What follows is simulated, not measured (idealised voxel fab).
process module | voxel double patterning
cross-section cut | 275 nm wide | cells 5 nm
A cross-section is a grid of square cells, given in bands from the top down. A band is one or more rows of cells.
Each band's line starts with the height of the band's top and of its bottom, in nm. Then come its materials from left to right, each with its width in nm. One material with "throughout" fills the band from edge to edge. "air" is empty space.
Height 0 is the level under which the wafer as received is all one material. The lowest band goes on downwards, as in "0 down".
A width such as "30 to 40" changes by the same amount from each row of cells to the next, from the band's top row to its bottom row.
"no change" after a step means that no cell of the cross-section changed.
closed voids: empty space of 8 cells or more with no open way to the top, each as width x height at its distance from the left edge, in nm
after a step's settings: what the simulator itself notes on the step
overlay nm, on a step with a mask: how far to the right of its planned place the mask lay; to the left if negative
plan
1 op RECEIVE | material Si
2 op CONFORMAL_DEP | material SiO2 | thk nm 10
3 op DIRECTIONAL_DEP | material polySi | thk nm 15
4 op DIRECTIONAL_DEP | material SiCN | thk nm 5
5 op MASKED_ETCH | tone open | mask id FIRST | width nm 15 | pitch nm 50 | etch materials SiCN | depth nm 5 | overlay nm 0
6 op DIRECTIONAL_DEP | material aC | thk nm 10
7 op PATTERN | tone open | mask id SECOND | material resist | width nm 15 | pitch nm 50 | thk nm 25 | overlay nm 0
8 op DIRECTIONAL_ETCH | etch materials aC | depth nm 10
9 op STRIP | etch materials resist
10 op DIRECTIONAL_ETCH | etch materials SiCN | depth nm 5
11 op STRIP | etch materials aC
12 op DIRECTIONAL_ETCH | etch materials polySi | depth nm 15
13 op STRIP | etch materials SiCN
as received, after step 1
  0 down: Si throughout
  closed voids: none
a wafer at the end: this start, this plan, one mistake
  35 to 20: polySi 80 | air 15 | polySi 10 | air 15 | polySi 10 | air 15 | polySi 10 | air 15 | polySi 10 | air 15 | polySi 80
  20 to 10: polySi throughout
  10 to 0: SiO2 throughout
  0 down: Si throughout
  closed voids: none
what went wrong: step 3 ran as: op DIRECTIONAL_DEP | material polySi | thk nm 25
